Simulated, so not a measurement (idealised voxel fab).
process module | voxel self aligned vias
cross-section cut | 290 nm wide | cells 5 nm
A cross-section is a grid of square cells, given in bands from the top down. A band is one or more rows of cells.
Each band's line starts with the height of the band's top and of its bottom, in nm. Then come its materials from left to right, each with its width in nm. One material with "throughout" fills the band from edge to edge. "air" is empty space.
Height 0 is the level under which the wafer as received is all one material. The lowest band goes on downwards, as in "0 down".
A width such as "30 to 40" changes by the same amount from each row of cells to the next, from the band's top row to its bottom row.
"no change" after a step means that no cell of the cross-section changed.
closed voids: empty space of 8 cells or more with no open way to the top, each as width x height at its distance from the left edge, in nm
after a step's settings: what the simulator itself notes on the step
overlay nm, on a step with a mask: how far to the right of its planned place the mask lay; to the left if negative
plan
1 op RECEIVE | material Si
2 op CONFORMAL_DEP | material SiO2 | thk nm 10
3 op CONFORMAL_DEP | material SiCN | thk nm 5
4 op DIRECTIONAL_DEP | material lowk | thk nm 30
5 op DIRECTIONAL_DEP | material aC | thk nm 10
6 op PATTERN | tone open | mask id LINES | material resist | width nm 30 | pitch nm 80 | thk nm 25 | overlay nm 0
7 op DIRECTIONAL_ETCH | etch materials aC | depth nm 10
8 op STRIP | etch materials resist
9 op DIRECTIONAL_ETCH | etch materials lowk | depth nm 30
10 op STRIP | etch materials aC
11 op CONFORMAL_DEP | material TiN | thk nm 5
12 op FILL_DEP | material Ru | thk nm 5
13 op CMP | height nm 45
14 op SELECTIVE_ETCH | etch materials W Ru TiN | depth nm 10
15 op FILL_DEP | material SiN | thk nm 5
16 op CMP | height nm 45
17 op DIRECTIONAL_DEP | material lowk | thk nm 15
18 op DIRECTIONAL_DEP | material aC | thk nm 15
19 op PATTERN | tone open | mask id VIAS | material resist | width nm 50 | pitch nm 80 | thk nm 35 | overlay nm 0
20 op DIRECTIONAL_ETCH | etch materials aC | depth nm 15
21 op STRIP | etch materials resist
22 op DIRECTIONAL_ETCH | etch materials lowk | depth nm 15
23 op DIRECTIONAL_ETCH | etch materials SiN | depth nm 10
24 op STRIP | etch materials aC
25 op CONFORMAL_DEP | material TiN | thk nm 5
26 op FILL_DEP | material Ru | thk nm 5
27 op CMP | height nm 60
28 op CONFORMAL_DEP | material SiCN | thk nm 5
as received, after step 1
  0 down: Si throughout
  closed voids: none
first wafer at the end, as planned
  65 to 60: SiCN throughout
  60 to 50: lowk 80 | TiN 5 | Ru 40 | TiN 5 | lowk 30 | TiN 5 | Ru 40 | TiN 5 | lowk 80
  50 to 40: lowk 80 to 90 | TiN 15 to 5 | Ru 20 | TiN 15 to 5 | lowk 30 to 50 | TiN 15 to 5 | Ru 20 | TiN 15 to 5 | lowk 80 to 90
  40 to 35: lowk 90 | TiN 30 | lowk 50 | TiN 30 | lowk 90
  35 to 20: lowk 90 | TiN 5 | Ru 20 | TiN 5 | lowk 50 | TiN 5 | Ru 20 | TiN 5 | lowk 90
  20 to 15: lowk 90 | TiN 30 | lowk 50 | TiN 30 | lowk 90
  15 to 10: SiCN throughout
  10 to 0: SiO2 throughout
  0 down: Si throughout
  closed voids: none
second wafer at the end: like start, like plan, one mistake
  65 to 60: SiCN throughout
  60 to 45: lowk 80 | TiN 5 | Ru 40 | TiN 5 | lowk 30 | TiN 5 | Ru 40 | TiN 5 | lowk 80
  45 to 40: SiN 80 | TiN 15 | Ru 20 | TiN 15 | SiN 30 | TiN 15 | Ru 20 | TiN 15 | SiN 80
  40 to 35: lowk 90 | TiN 30 | lowk 50 | TiN 30 | lowk 90
  35 to 15: lowk 90 | TiN 5 | Ru 20 | TiN 5 | lowk 50 | TiN 5 | Ru 20 | TiN 5 | lowk 90
  15 to 10: lowk 90 | TiN 30 | lowk 50 | TiN 30 | lowk 90
  10 to 0: SiO2 throughout
  0 down: Si throughout
  closed voids: none
what went wrong: step 3 was left out
at the end the second wafer has, in cells: 16 more of Ru | 58 fewer of SiCN | 38 more of SiN | 4 more of TiN
